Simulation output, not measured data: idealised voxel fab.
Documented hereafter: the process module known as voxel lift off.
Each square cell in cross-section cut measures 5 nm, and the section as a whole is 300 nm wide.
This document writes a cross-section as a grid whose cells are square, and gives it as bands, listed from the top down; one or more rows of cells form a band.
Band: top and bottom heights (nm) first, top before bottom; then materials from left to right, widths in nm. "everywhere" marks a sole material filling the band edge to edge. "blank" denotes empty space.
Height is counted from the level 0, under which the received wafer is composed throughout of one material. The lowest of the bands is not closed at the bottom but continues downward, in the notation "0 nm and below".
Quick explanation for "30 to 40": the width changes in equal steps down the rows of cells, from the first number in the band's top row to the second number in its bottom row.
"everything unchanged" means the step left every cell of the cross-section as it was.
Voids not open to the top, 8 cells minimum: see "Voids lacking openings". Written width x height at distance; distance is from the left edge; nm.
That trailing text on a step's line, after the settings, is the simulator's own remark on the step.
overlay nm: right-of-plan distance of the mask on a masked step; negative values mean left-of-plan.

## plan
1: RECEIVE with material Si
2: CONFORMAL_DEP with material SiN, thk nm 5
3: PATTERN with tone open, mask id LINES, material resist, width nm 25, pitch nm 50, thk nm 20, overlay nm 0
4: DIRECTIONAL_DEP with material Ru, thk nm 10
5: STRIP with etch materials resist
6: CONFORMAL_DEP with material SiN, thk nm 5

## Wafer as received: cross-section following step 1
    0 nm and below = Si everywhere
    Voids lacking openings: none

## Starting structure and process plan are as shown above, but one mistake was made in running the module; the wafer cross-section at the end of the module follows
    20 nm to 15 nm = 90 of SiN / 15 of blank / 35 of SiN / 15 of blank / 35 of SiN / 15 of blank / 95 of SiN
    15 nm to 10 nm = 85 of Ru / 5 of SiN / 15 of blank / 5 of SiN / 25 of Ru / 5 of SiN / 15 of blank / 5 of SiN / 25 of Ru / 5 of SiN / 15 of blank / 5 of SiN / 90 of Ru
    10 nm to 5 nm = 85 of Ru / 25 of SiN / 25 of Ru / 25 of SiN / 25 of Ru / 25 of SiN / 90 of Ru
    5 nm to 0 nm = SiN everywhere
    0 nm and below = Si everywhere
    Voids lacking openings: none
What was done differently from what was planned? note that step 3 departed from the planned setting and was carried out as PATTERN with tone cover, mask id LINES, material resist, width nm 25, pitch nm 50, thk nm 20, overlay nm 0
